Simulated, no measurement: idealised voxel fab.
This is a process module. Its name is voxel spacer lines.
155 nm wide, 5 nm square cells: that's cross-section cut.
Just so we're on the same page, the cross-sections are grids of square cells, and they're listed out in bands top to bottom, each band one or more rows deep.
Quick guide to a band line: top height, bottom height (nm) up front; then every material left to right with its width in nm. Only one material and it's marked "edge to edge"? Then it fills the band edge to edge. And "empty" just means empty space.
Ref level 0: as-received wafer is one material below here. Bottom band extends down with no lower bound ("from 0 down").
So if you see something like "30..40" for the width, read it as the top row of the band sitting at the first number and the bottom row at the second, with every row in between moving by the same amount as the last.
Step note "remains unaltered" = no cross-section cell changed.
"Sealed voids" enumerates empty spaces isolated from the top, with no open way to it, that contain at least 8 cells, giving each as width x height at distance from the left edge, all three in nm.
Read whatever lies past the settings on a step's line as the simulator's own remark about the step.
A step line may carry the setting "overlay nm", which, for steps involving a mask, states the distance by which the mask lay to the right of its intended position; negative values denote displacement to the left.
The remainder of this document consists of a sequence of paired cross-sections. Each pair presents the cross-section prior to one process step together with the cross-section following it, the latter being rendered only as deep as the lowest band that underwent change. The intervening step, together with its settings, is stated beneath each pair. Because the pairs may originate from different runs of this module on the same starting wafer, a given pair is to be read as continuing from the preceding pair only where its entry headed "Pre-step view" so indicates.

# Pre-step view
  from 0 down = Si edge to edge
  Sealed voids: none

# Sectional Result
  from 10 to 0 = Al2O3 edge to edge
  Under 0: no change, same as before.
  Sealed voids: none
Can you name the step between the two cross-sections above? It is CONFORMAL_DEP: material Al2O3, thk nm 10

Pre-step view: same picture as after in the pair right above, so we don't repeat it.

# Sectional Result
  from 30 to 10 = SiN edge to edge
  Under 10: no change, same as before.
  Sealed voids: none
Can you name the step between the two cross-sections above? It is DIRECTIONAL_DEP: material SiN, thk nm 20

Pre-step view: same picture as after in the pair right above, so we don't repeat it.

# Sectional Result
  from 55 to 30 = aC edge to edge
  Under 30: no change, same as before.
  Sealed voids: none
Can you name the step between the two cross-sections above? It is DIRECTIONAL_DEP: material aC, thk nm 25

Pre-step view: same picture as after in the pair right above, so we don't repeat it.

# Sectional Result
  from 85 to 55 = empty=35; resist=20; empty=40; resist=20; empty=40
  Under 55: no change, same as before.
  Sealed voids: none
Can you name the step between the two cross-sections above? It is PATTERN: tone cover, mask id MANDREL, material resist, width nm 20, pitch nm 60, thk nm 30, overlay nm 0

Pre-step view: same picture as after in the pair right above, so we don't repeat it.

# Sectional Result
  from 60 to 55 = empty=35; resist=20; empty=40; resist=20; empty=40
  from 55 to 30 = empty=35; aC=20; empty=40; aC=20; empty=40
  Under 30: no change, same as before.
  Sealed voids: none
Can you name the step between the two cross-sections above? It is DIRECTIONAL_ETCH: etch materials aC, depth nm 25

Pre-step view: same picture as after in the pair right above, so we don't repeat it.

# Sectional Result
  from 55 to 30 = empty=35; aC=20; empty=40; aC=20; empty=40
  Under 30: no change, same as before.
  Sealed voids: none
Can you name the step between the two cross-sections above? It is STRIP: etch materials resist

Pre-step view: same picture as after in the pair right above, so we don't repeat it.

# Sectional Result
  from 65 to 55 = empty=25; SiO2=40; empty=20; SiO2=40; empty=30
  from 55 to 40 = empty=25; SiO2=10; aC=20; SiO2=10; empty=20; SiO2=10; aC=20; SiO2=10; empty=30
  from 40 to 30 = SiO2=35; aC=20; SiO2=40; aC=20; SiO2=40
  Under 30: no change, same as before.
  Sealed voids: none
Can you name the step between the two cross-sections above? It is CONFORMAL_DEP: material SiO2, thk nm 10

Pre-step view: same picture as after in the pair right above, so we don't repeat it.

# Sectional Result
  from 55 to 30 = empty=25; SiO2=10; aC=20; SiO2=10; empty=20; SiO2=10; aC=20; SiO2=10; empty=30
  Under 30: no change, same as before.
  Sealed voids: none
Can you name the step between the two cross-sections above? It is DIRECTIONAL_ETCH: etch materials SiO2, depth nm 10

Pre-step view: same picture as after in the pair right above, so we don't repeat it.

# Sectional Result
  from 55 to 30 = empty=25; SiO2=10; empty=20; SiO2=10; empty=20; SiO2=10; empty=20; SiO2=10; empty=30
  Under 30: no change, same as before.
  Sealed voids: none
Can you name the step between the two cross-sections above? It is STRIP: etch materials aC

Pre-step view: same picture as after in the pair right above, so we don't repeat it.

# Sectional Result
  from 55 to 30 = empty=25; SiO2=10; empty=20; SiO2=10; empty=20; SiO2=10; empty=20; SiO2=10; empty=30
  from 30 to 10 = empty=25; SiN=10; empty=20; SiN=10; empty=20; SiN=10; empty=20; SiN=10; empty=30
  Under 10: no change, same as before.
  Sealed voids: none
Can you name the step between the two cross-sections above? It is DIRECTIONAL_ETCH: etch materials SiN, depth nm 20

Pre-step view: same picture as after in the pair right above, so we don't repeat it.

# Sectional Result
  from 30 to 10 = empty=25; SiN=10; empty=20; SiN=10; empty=20; SiN=10; empty=20; SiN=10; empty=30
  Under 10: no change, same as before.
  Sealed voids: none
Can you name the step between the two cross-sections above? It is STRIP: etch materials SiO2

# Pre-step view
  from 0 down = Si edge to edge
  Sealed voids: none

# Sectional Result
  from 20 to 0 = SiN edge to edge
  Under 0: no change, same as before.
  Sealed voids: none
Can you name the step between the two cross-sections above? It is DIRECTIONAL_DEP: material SiN, thk nm 20

Pre-step view: same picture as after in the pair right above, so we don't repeat it.

# Sectional Result
  from 45 to 20 = aC edge to edge
  Under 20: no change, same as before.
  Sealed voids: none
Can you name the step between the two cross-sections above? It is DIRECTIONAL_DEP: material aC, thk nm 25

Pre-step view: same picture as after in the pair right above, so we don't repeat it.

# Sectional Result
  from 75 to 45 = empty=35; resist=20; empty=40; resist=20; empty=40
  Under 45: no change, same as before.
  Sealed voids: none
Can you name the step between the two cross-sections above? It is PATTERN: tone cover, mask id MANDREL, material resist, width nm 20, pitch nm 60, thk nm 30, overlay nm 0

Pre-step view: same picture as after in the pair right above, so we don't repeat it.

# Sectional Result
  from 50 to 45 = empty=35; resist=20; empty=40; resist=20; empty=40
  from 45 to 20 = empty=35; aC=20; empty=40; aC=20; empty=40
  Under 20: no change, same as before.
  Sealed voids: none
Can you name the step between the two cross-sections above? It is DIRECTIONAL_ETCH: etch materials aC, depth nm 25

Pre-step view: same picture as after in the pair right above, so we don't repeat it.

# Sectional Result
  from 45 to 20 = empty=35; aC=20; empty=40; aC=20; empty=40
  Under 20: no change, same as before.
  Sealed voids: none
Can you name the step between the two cross-sections above? It is STRIP: etch materials resist

Pre-step view: same picture as after in the pair right above, so we don't repeat it.

# Sectional Result
  from 55 to 45 = empty=25; SiO2=40; empty=20; SiO2=40; empty=30
  from 45 to 30 = empty=25; SiO2=10; aC=20; SiO2=10; empty=20; SiO2=10; aC=20; SiO2=10; empty=30
  from 30 to 20 = SiO2=35; aC=20; SiO2=40; aC=20; SiO2=40
  Under 20: no change, same as before.
  Sealed voids: none
Can you name the step between the two cross-sections above? It is CONFORMAL_DEP: material SiO2, thk nm 10

Pre-step view: same picture as after in the pair right above, so we don't repeat it.

# Sectional Result
  from 45 to 20 = empty=25; SiO2=10; aC=20; SiO2=10; empty=20; SiO2=10; aC=20; SiO2=10; empty=30
  Under 20: no change, same as before.
  Sealed voids: none
Can you name the step between the two cross-sections above? It is DIRECTIONAL_ETCH: etch materials SiO2, depth nm 10

Pre-step view: same picture as after in the pair right above, so we don't repeat it.

# Sectional Result
  from 45 to 20 = empty=25; SiO2=10; empty=20; SiO2=10; empty=20; SiO2=10; empty=20; SiO2=10; empty=30
  Under 20: no change, same as before.
  Sealed voids: none
Can you name the step between the two cross-sections above? It is STRIP: etch materials aC

Pre-step view: same picture as after in the pair right above, so we don't repeat it.

# Sectional Result
  from 45 to 20 = empty=25; SiO2=10; empty=20; SiO2=10; empty=20; SiO2=10; empty=20; SiO2=10; empty=30
  from 20 to 0 = empty=25; SiN=10; empty=20; SiN=10; empty=20; SiN=10; empty=20; SiN=10; empty=30
  Under 0: no change, same as before.
  Sealed voids: none
Can you name the step between the two cross-sections above? It is DIRECTIONAL_ETCH: etch materials SiN, depth nm 20

Pre-step view: same picture as after in the pair right above, so we don't repeat it.

# Sectional Result
  from 20 to 0 = empty=25; SiN=10; empty=20; SiN=10; empty=20; SiN=10; empty=20; SiN=10; empty=30
  Under 0: no change, same as before.
  Sealed voids: none
Can you name the step between the two cross-sections above? It is STRIP: etch materials SiO2

# Pre-step view
  from 30 to 10 = SiN edge to edge
  from 10 to 0 = Al2O3 edge to edge
  from 0 down = Si edge to edge
  Sealed voids: none

# Sectional Result
  from 50 to 10 = SiN edge to edge
  Under 10: no change, same as before.
  Sealed voids: none
Can you name the step between the two cross-sections above? It is DIRECTIONAL_DEP: material SiN, thk nm 20

Pre-step view: same picture as after in the pair right above, so we don't repeat it.

# Sectional Result
  from 75 to 50 = aC edge to edge
  Under 50: no change, same as before.
  Sealed voids: none
Can you name the step between the two cross-sections above? It is DIRECTIONAL_DEP: material aC, thk nm 25

Pre-step view: same picture as after in the pair right above, so we don't repeat it.

# Sectional Result
  from 105 to 75 = empty=35; resist=20; empty=40; resist=20; empty=40
  Under 75: no change, same as before.
  Sealed voids: none
Can you name the step between the two cross-sections above? It is PATTERN: tone cover, mask id MANDREL, material resist, width nm 20, pitch nm 60, thk nm 30, overlay nm 0

Pre-step view: same picture as after in the pair right above, so we don't repeat it.

# Sectional Result
  from 80 to 75 = empty=35; resist=20; empty=40; resist=20; empty=40
  from 75 to 50 = empty=35; aC=20; empty=40; aC=20; empty=40
  Under 50: no change, same as before.
  Sealed voids: none
Can you name the step between the two cross-sections above? It is DIRECTIONAL_ETCH: etch materials aC, depth nm 25

Pre-step view: same picture as after in the pair right above, so we don't repeat it.

# Sectional Result
  from 75 to 50 = empty=35; aC=20; empty=40; aC=20; empty=40
  Under 50: no change, same as before.
  Sealed voids: none
Can you name the step between the two cross-sections above? It is STRIP: etch materials resist

Pre-step view: same picture as after in the pair right above, so we don't repeat it.

# Sectional Result
  from 85 to 75 = empty=25; SiO2=40; empty=20; SiO2=40; empty=30
  from 75 to 60 = empty=25; SiO2=10; aC=20; SiO2=10; empty=20; SiO2=10; aC=20; SiO2=10; empty=30
  from 60 to 50 = SiO2=35; aC=20; SiO2=40; aC=20; SiO2=40
  Under 50: no change, same as before.
  Sealed voids: none
Can you name the step between the two cross-sections above? It is CONFORMAL_DEP: material SiO2, thk nm 10

Pre-step view: same picture as after in the pair right above, so we don't repeat it.

# Sectional Result
  from 75 to 50 = empty=25; SiO2=10; aC=20; SiO2=10; empty=20; SiO2=10; aC=20; SiO2=10; empty=30
  Under 50: no change, same as before.
  Sealed voids: none
Can you name the step between the two cross-sections above? It is DIRECTIONAL_ETCH: etch materials SiO2, depth nm 10

Pre-step view: same picture as after in the pair right above, so we don't repeat it.

# Sectional Result
  from 75 to 50 = empty=25; SiO2=10; empty=20; SiO2=10; empty=20; SiO2=10; empty=20; SiO2=10; empty=30
  Under 50: no change, same as before.
  Sealed voids: none
Can you name the step between the two cross-sections above? It is STRIP: etch materials aC

Pre-step view: same picture as after in the pair right above, so we don't repeat it.

# Sectional Result
  from 75 to 50 = empty=25; SiO2=10; empty=20; SiO2=10; empty=20; SiO2=10; empty=20; SiO2=10; empty=30
  from 50 to 30 = empty=25; SiN=10; empty=20; SiN=10; empty=20; SiN=10; empty=20; SiN=10; empty=30
  Under 30: no change, same as before.
  Sealed voids: none
Can you name the step between the two cross-sections above? It is DIRECTIONAL_ETCH: etch materials SiN, depth nm 20

Pre-step view: same picture as after in the pair right above, so we don't repeat it.

# Sectional Result
  from 50 to 30 = empty=25; SiN=10; empty=20; SiN=10; empty=20; SiN=10; empty=20; SiN=10; empty=30
  Under 30: no change, same as before.
  Sealed voids: none
Can you name the step between the two cross-sections above? It is STRIP: etch materials SiO2

# Pre-step view
  from 55 to 30 = empty=25; SiO2=10; aC=20; SiO2=10; empty=20; SiO2=10; aC=20; SiO2=10; empty=30
  from 30 to 10 = SiN edge to edge
  from 10 to 0 = Al2O3 edge to edge
  from 0 down = Si edge to edge
  Sealed voids: none

# Sectional Result
  from 55 to 30 = empty=25; SiO2=10; aC=20; SiO2=10; empty=20; SiO2=10; aC=20; SiO2=10; empty=30
  from 30 to 10 = empty=25; SiN=40; empty=20; SiN=40; empty=30
  Under 10: no change, same as before.
  Sealed voids: none
Can you name the step between the two cross-sections above? It is DIRECTIONAL_ETCH: etch materials SiN, depth nm 20

Pre-step view: same picture as after in the pair right above, so we don't repeat it.

# Sectional Result
  from 55 to 30 = empty=25; SiO2=10; empty=20; SiO2=10; empty=20; SiO2=10; empty=20; SiO2=10; empty=30
  Under 30: no change, same as before.
  Sealed voids: none
Can you name the step between the two cross-sections above? It is STRIP: etch materials aC

Pre-step view: same picture as after in the pair right above, so we don't repeat it.

# Sectional Result
  from 30 to 10 = empty=25; SiN=40; empty=20; SiN=40; empty=30
  Under 10: no change, same as before.
  Sealed voids: none
Can you name the step between the two cross-sections above? It is STRIP: etch materials SiO2

# Pre-step view
  from 10 to 0 = Al2O3 edge to edge
  from 0 down = Si edge to edge
  Sealed voids: none

# Sectional Result
  from 25 to 10 = SiN edge to edge
  Under 10: no change, same as before.
  Sealed voids: none
Can you name the step between the two cross-sections above? It is DIRECTIONAL_DEP: material SiN, thk nm 15

Pre-step view: same picture as after in the pair right above, so we don't repeat it.

# Sectional Result
  from 50 to 25 = aC edge to edge
  Under 25: no change, same as before.
  Sealed voids: none
Can you name the step between the two cross-sections above? It is DIRECTIONAL_DEP: material aC, thk nm 25

Pre-step view: same picture as after in the pair right above, so we don't repeat it.

# Sectional Result
  from 80 to 50 = empty=35; resist=20; empty=40; resist=20; empty=40
  Under 50: no change, same as before.
  Sealed voids: none
Can you name the step between the two cross-sections above? It is PATTERN: tone cover, mask id MANDREL, material resist, width nm 20, pitch nm 60, thk nm 30, overlay nm 0

Pre-step view: same picture as after in the pair right above, so we don't repeat it.

# Sectional Result
  from 55 to 50 = empty=35; resist=20; empty=40; resist=20; empty=40
  from 50 to 25 = empty=35; aC=20; empty=40; aC=20; empty=40
  Under 25: no change, same as before.
  Sealed voids: none
Can you name the step between the two cross-sections above? It is DIRECTIONAL_ETCH: etch materials aC, depth nm 25

Pre-step view: same picture as after in the pair right above, so we don't repeat it.

# Sectional Result
  from 50 to 25 = empty=35; aC=20; empty=40; aC=20; empty=40
  Under 25: no change, same as before.
  Sealed voids: none
Can you name the step between the two cross-sections above? It is STRIP: etch materials resist

Pre-step view: same picture as after in the pair right above, so we don't repeat it.

# Sectional Result
  from 60 to 50 = empty=25; SiO2=40; empty=20; SiO2=40; empty=30
  from 50 to 35 = empty=25; SiO2=10; aC=20; SiO2=10; empty=20; SiO2=10; aC=20; SiO2=10; empty=30
  from 35 to 25 = SiO2=35; aC=20; SiO2=40; aC=20; SiO2=40
  Under 25: no change, same as before.
  Sealed voids: none
Can you name the step between the two cross-sections above? It is CONFORMAL_DEP: material SiO2, thk nm 10

Pre-step view: same picture as after in the pair right above, so we don't repeat it.

# Sectional Result
  from 50 to 25 = empty=25; SiO2=10; aC=20; SiO2=10; empty=20; SiO2=10; aC=20; SiO2=10; empty=30
  Under 25: no change, same as before.
  Sealed voids: none
Can you name the step between the two cross-sections above? It is DIRECTIONAL_ETCH: etch materials SiO2, depth nm 10

Pre-step view: same picture as after in the pair right above, so we don't repeat it.

# Sectional Result
  from 50 to 25 = empty=25; SiO2=10; empty=20; SiO2=10; empty=20; SiO2=10; empty=20; SiO2=10; empty=30
  Under 25: no change, same as before.
  Sealed voids: none
Can you name the step between the two cross-sections above? It is STRIP: etch materials aC

Pre-step view: same picture as after in the pair right above, so we don't repeat it.

# Sectional Result
  from 50 to 25 = empty=25; SiO2=10; empty=20; SiO2=10; empty=20; SiO2=10; empty=20; SiO2=10; empty=30
  from 25 to 10 = empty=25; SiN=10; empty=20; SiN=10; empty=20; SiN=10; empty=20; SiN=10; empty=30
  Under 10: no change, same as before.
  Sealed voids: none
Can you name the step between the two cross-sections above? It is DIRECTIONAL_ETCH: etch materials SiN, depth nm 20

Pre-step view: same picture as after in the pair right above, so we don't repeat it.

# Sectional Result
  from 25 to 10 = empty=25; SiN=10; empty=20; SiN=10; empty=20; SiN=10; empty=20; SiN=10; empty=30
  Under 10: no change, same as before.
  Sealed voids: none
Can you name the step between the two cross-sections above? It is STRIP: etch materials SiO2

# Pre-step view
  from 55 to 30 = aC edge to edge
  from 30 to 10 = SiN edge to edge
  from 10 to 0 = Al2O3 edge to edge
  from 0 down = Si edge to edge
  Sealed voids: none

# Sectional Result
  from 85 to 55 = empty=35; resist=25; empty=35; resist=25; empty=35
  Under 55: no change, same as before.
  Sealed voids: none
Can you name the step between the two cross-sections above? It is PATTERN: tone cover, mask id MANDREL, material resist, width nm 25, pitch nm 60, thk nm 30, overlay nm 0

Pre-step view: same picture as after in the pair right above, so we don't repeat it.

# Sectional Result
  from 60 to 55 = empty=35; resist=25; empty=35; resist=25; empty=35
  from 55 to 30 = empty=35; aC=25; empty=35; aC=25; empty=35
  Under 30: no change, same as before.
  Sealed voids: none
Can you name the step between the two cross-sections above? It is DIRECTIONAL_ETCH: etch materials aC, depth nm 25

Pre-step view: same picture as after in the pair right above, so we don't repeat it.

# Sectional Result
  from 55 to 30 = empty=35; aC=25; empty=35; aC=25; empty=35
  Under 30: no change, same as before.
  Sealed voids: none
Can you name the step between the two cross-sections above? It is STRIP: etch materials resist

Pre-step view: same picture as after in the pair right above, so we don't repeat it.

# Sectional Result
  from 65 to 55 = empty=25; SiO2=45; empty=15; SiO2=45; empty=25
  from 55 to 40 = empty=25; SiO2=10; aC=25; SiO2=10; empty=15; SiO2=10; aC=25; SiO2=10; empty=25
  from 40 to 30 = SiO2=35; aC=25; SiO2=35; aC=25; SiO2=35
  Under 30: no change, same as before.
  Sealed voids: none
Can you name the step between the two cross-sections above? It is CONFORMAL_DEP: material SiO2, thk nm 10

Pre-step view: same picture as after in the pair right above, so we don't repeat it.

# Sectional Result
  from 55 to 30 = empty=25; SiO2=10; aC=25; SiO2=10; empty=15; SiO2=10; aC=25; SiO2=10; empty=25
  Under 30: no change, same as before.
  Sealed voids: none
Can you name the step between the two cross-sections above? It is DIRECTIONAL_ETCH: etch materials SiO2, depth nm 10

Pre-step view: same picture as after in the pair right above, so we don't repeat it.

# Sectional Result
  from 55 to 30 = empty=25; SiO2=10; empty=25; SiO2=10; empty=15; SiO2=10; empty=25; SiO2=10; empty=25
  Under 30: no change, same as before.
  Sealed voids: none
Can you name the step between the two cross-sections above? It is STRIP: etch materials aC

Pre-step view: same picture as after in the pair right above, so we don't repeat it.

# Sectional Result
  from 55 to 30 = empty=25; SiO2=10; empty=25; SiO2=10; empty=15; SiO2=10; empty=25; SiO2=10; empty=25
  from 30 to 10 = empty=25; SiN=10; empty=25; SiN=10; empty=15; SiN=10; empty=25; SiN=10; empty=25
  Under 10: no change, same as before.
  Sealed voids: none
Can you name the step between the two cross-sections above? It is DIRECTIONAL_ETCH: etch materials SiN, depth nm 20

Pre-step view: same picture as after in the pair right above, so we don't repeat it.

# Sectional Result
  from 30 to 10 = empty=25; SiN=10; empty=25; SiN=10; empty=15; SiN=10; empty=25; SiN=10; empty=25
  Under 10: no change, same as before.
  Sealed voids: none
Can you name the step between the two cross-sections above? It is STRIP: etch materials SiO2

# Pre-step view
  from 55 to 30 = aC edge to edge
  from 30 to 10 = SiN edge to edge
  from 10 to 0 = Al2O3 edge to edge
  from 0 down = Si edge to edge
  Sealed voids: none

# Sectional Result
  from 85 to 55 = empty=30; resist=20; empty=40; resist=20; empty=45
  Under 55: no change, same as before.
  Sealed voids: none
Can you name the step between the two cross-sections above? It is PATTERN: tone cover, mask id MANDREL, material resist, width nm 20, pitch nm 60, thk nm 30, overlay nm -5

Pre-step view: same picture as after in the pair right above, so we don't repeat it.

# Sectional Result
  from 60 to 55 = empty=30; resist=20; empty=40; resist=20; empty=45
  from 55 to 30 = empty=30; aC=20; empty=40; aC=20; empty=45
  Under 30: no change, same as before.
  Sealed voids: none
Can you name the step between the two cross-sections above? It is DIRECTIONAL_ETCH: etch materials aC, depth nm 25

Pre-step view: same picture as after in the pair right above, so we don't repeat it.

# Sectional Result
  from 55 to 30 = empty=30; aC=20; empty=40; aC=20; empty=45
  Under 30: no change, same as before.
  Sealed voids: none
Can you name the step between the two cross-sections above? It is STRIP: etch materials resist

Pre-step view: same picture as after in the pair right above, so we don't repeat it.

# Sectional Result
  from 65 to 55 = empty=20; SiO2=40; empty=20; SiO2=40; empty=35
  from 55 to 40 = empty=20; SiO2=10; aC=20; SiO2=10; empty=20; SiO2=10; aC=20; SiO2=10; empty=35
  from 40 to 30 = SiO2=30; aC=20; SiO2=40; aC=20; SiO2=45
  Under 30: no change, same as before.
  Sealed voids: none
Can you name the step between the two cross-sections above? It is CONFORMAL_DEP: material SiO2, thk nm 10

Pre-step view: same picture as after in the pair right above, so we don't repeat it.

# Sectional Result
  from 55 to 30 = empty=20; SiO2=10; aC=20; SiO2=10; empty=20; SiO2=10; aC=20; SiO2=10; empty=35
  Under 30: no change, same as before.
  Sealed voids: none
Can you name the step between the two cross-sections above? It is DIRECTIONAL_ETCH: etch materials SiO2, depth nm 10

Pre-step view: same picture as after in the pair right above, so we don't repeat it.

# Sectional Result
  from 55 to 30 = empty=20; SiO2=10; empty=20; SiO2=10; empty=20; SiO2=10; empty=20; SiO2=10; empty=35
  Under 30: no change, same as before.
  Sealed voids: none
Can you name the step between the two cross-sections above? It is STRIP: etch materials aC

Pre-step view: same picture as after in the pair right above, so we don't repeat it.

# Sectional Result
  from 55 to 30 = empty=20; SiO2=10; empty=20; SiO2=10; empty=20; SiO2=10; empty=20; SiO2=10; empty=35
  from 30 to 10 = empty=20; SiN=10; empty=20; SiN=10; empty=20; SiN=10; empty=20; SiN=10; empty=35
  Under 10: no change, same as before.
  Sealed voids: none
Can you name the step between the two cross-sections above? It is DIRECTIONAL_ETCH: etch materials SiN, depth nm 20

Pre-step view: same picture as after in the pair right above, so we don't repeat it.

# Sectional Result
  from 30 to 10 = empty=20; SiN=10; empty=20; SiN=10; empty=20; SiN=10; empty=20; SiN=10; empty=35
  Under 10: no change, same as before.
  Sealed voids: none
Can you name the step between the two cross-sections above? It is STRIP: etch materials SiO2

# Pre-step view
  from 10 to 0 = Al2O3 edge to edge
  from 0 down = Si edge to edge
  Sealed voids: none

# Sectional Result
  from 30 to 0 = Al2O3 edge to edge
  Under 0: no change, same as before.
  Sealed voids: none
Can you name the step between the two cross-sections above? It is DIRECTIONAL_DEP: material Al2O3, thk nm 20

Pre-step view: same picture as after in the pair right above, so we don't repeat it.

# Sectional Result
  from 55 to 30 = aC edge to edge
  Under 30: no change, same as before.
  Sealed voids: none
Can you name the step between the two cross-sections above? It is DIRECTIONAL_DEP: material aC, thk nm 25

Pre-step view: same picture as after in the pair right above, so we don't repeat it.

# Sectional Result
  from 85 to 55 = empty=35; resist=20; empty=40; resist=20; empty=40
  Under 55: no change, same as before.
  Sealed voids: none
Can you name the step between the two cross-sections above? It is PATTERN: tone cover, mask id MANDREL, material resist, width nm 20, pitch nm 60, thk nm 30, overlay nm 0

Pre-step view: same picture as after in the pair right above, so we don't repeat it.

# Sectional Result
  from 60 to 55 = empty=35; resist=20; empty=40; resist=20; empty=40
  from 55 to 30 = empty=35; aC=20; empty=40; aC=20; empty=40
  Under 30: no change, same as before.
  Sealed voids: none
Can you name the step between the two cross-sections above? It is DIRECTIONAL_ETCH: etch materials aC, depth nm 25

Pre-step view: same picture as after in the pair right above, so we don't repeat it.

# Sectional Result
  from 55 to 30 = empty=35; aC=20; empty=40; aC=20; empty=40
  Under 30: no change, same as before.
  Sealed voids: none
Can you name the step between the two cross-sections above? It is STRIP: etch materials resist

Pre-step view: same picture as after in the pair right above, so we don't repeat it.

# Sectional Result
  from 65 to 55 = empty=25; SiO2=40; empty=20; SiO2=40; empty=30
  from 55 to 40 = empty=25; SiO2=10; aC=20; SiO2=10; empty=20; SiO2=10; aC=20; SiO2=10; empty=30
  from 40 to 30 = SiO2=35; aC=20; SiO2=40; aC=20; SiO2=40
  Under 30: no change, same as before.
  Sealed voids: none
Can you name the step between the two cross-sections above? It is CONFORMAL_DEP: material SiO2, thk nm 10

Pre-step view: same picture as after in the pair right above, so we don't repeat it.

# Sectional Result
  from 55 to 30 = empty=25; SiO2=10; aC=20; SiO2=10; empty=20; SiO2=10; aC=20; SiO2=10; empty=30
  Under 30: no change, same as before.
  Sealed voids: none
Can you name the step between the two cross-sections above? It is DIRECTIONAL_ETCH: etch materials SiO2, depth nm 10

Pre-step view: same picture as after in the pair right above, so we don't repeat it.

# Sectional Result
  from 55 to 30 = empty=25; SiO2=10; empty=20; SiO2=10; empty=20; SiO2=10; empty=20; SiO2=10; empty=30
  Under 30: no change, same as before.
  Sealed voids: none
Can you name the step between the two cross-sections above? It is STRIP: etch materials aC

Pre-step view: same picture as after in the pair right above, so we don't repeat it.

# Sectional Result
  from 30 to 0 = Al2O3 edge to edge
  Under 0: no change, same as before.
  Sealed voids: none
Can you name the step between the two cross-sections above? It is STRIP: etch materials SiO2

# Pre-step view
  from 55 to 30 = aC edge to edge
  from 30 to 10 = SiN edge to edge
  from 10 to 0 = Al2O3 edge to edge
  from 0 down = Si edge to edge
  Sealed voids: none

# Sectional Result
  from 85 to 55 = resist=35; empty=20; resist=40; empty=20; resist=40
  Under 55: no change, same as before.
  Sealed voids: none
Can you name the step between the two cross-sections above? It is PATTERN: tone open, mask id MANDREL, material resist, width nm 20, pitch nm 60, thk nm 30, overlay nm 0

Pre-step view: same picture as after in the pair right above, so we don't repeat it.

# Sectional Result
  from 60 to 55 = resist=35; empty=20; resist=40; empty=20; resist=40
  from 55 to 30 = aC=35; empty=20; aC=40; empty=20; aC=40
  Under 30: no change, same as before.
  Sealed voids: none
Can you name the step between the two cross-sections above? It is DIRECTIONAL_ETCH: etch materials aC, depth nm 25

Pre-step view: same picture as after in the pair right above, so we don't repeat it.

# Sectional Result
  from 55 to 30 = aC=35; empty=20; aC=40; empty=20; aC=40
  Under 30: no change, same as before.
  Sealed voids: none
Can you name the step between the two cross-sections above? It is STRIP: etch materials resist

Pre-step view: same picture as after in the pair right above, so we don't repeat it.

# Sectional Result
  from 65 to 55 = SiO2 edge to edge
  from 55 to 30 = aC=35; SiO2=20; aC=40; SiO2=20; aC=40
  Under 30: no change, same as before.
  Sealed voids: none
Can you name the step between the two cross-sections above? It is CONFORMAL_DEP: material SiO2, thk nm 10

Pre-step view: same picture as after in the pair right above, so we don't repeat it.

# Sectional Result
  from 55 to 30 = aC=35; SiO2=20; aC=40; SiO2=20; aC=40
  Under 30: no change, same as before.
  Sealed voids: none
Can you name the step between the two cross-sections above? It is DIRECTIONAL_ETCH: etch materials SiO2, depth nm 10

Pre-step view: same picture as after in the pair right above, so we don't repeat it.

# Sectional Result
  from 55 to 30 = empty=35; SiO2=20; empty=40; SiO2=20; empty=40
  Under 30: no change, same as before.
  Sealed voids: none
Can you name the step between the two cross-sections above? It is STRIP: etch materials aC

Pre-step view: same picture as after in the pair right above, so we don't repeat it.

# Sectional Result
  from 55 to 30 = empty=35; SiO2=20; empty=40; SiO2=20; empty=40
  from 30 to 10 = empty=35; SiN=20; empty=40; SiN=20; empty=40
  Under 10: no change, same as before.
  Sealed voids: none
Can you name the step between the two cross-sections above? It is DIRECTIONAL_ETCH: etch materials SiN, depth nm 20

Pre-step view: same picture as after in the pair right above, so we don't repeat it.

# Sectional Result
  from 30 to 10 = empty=35; SiN=20; empty=40; SiN=20; empty=40
  Under 10: no change, same as before.
  Sealed voids: none
Can you name the step between the two cross-sections above? It is STRIP: etch materials SiO2
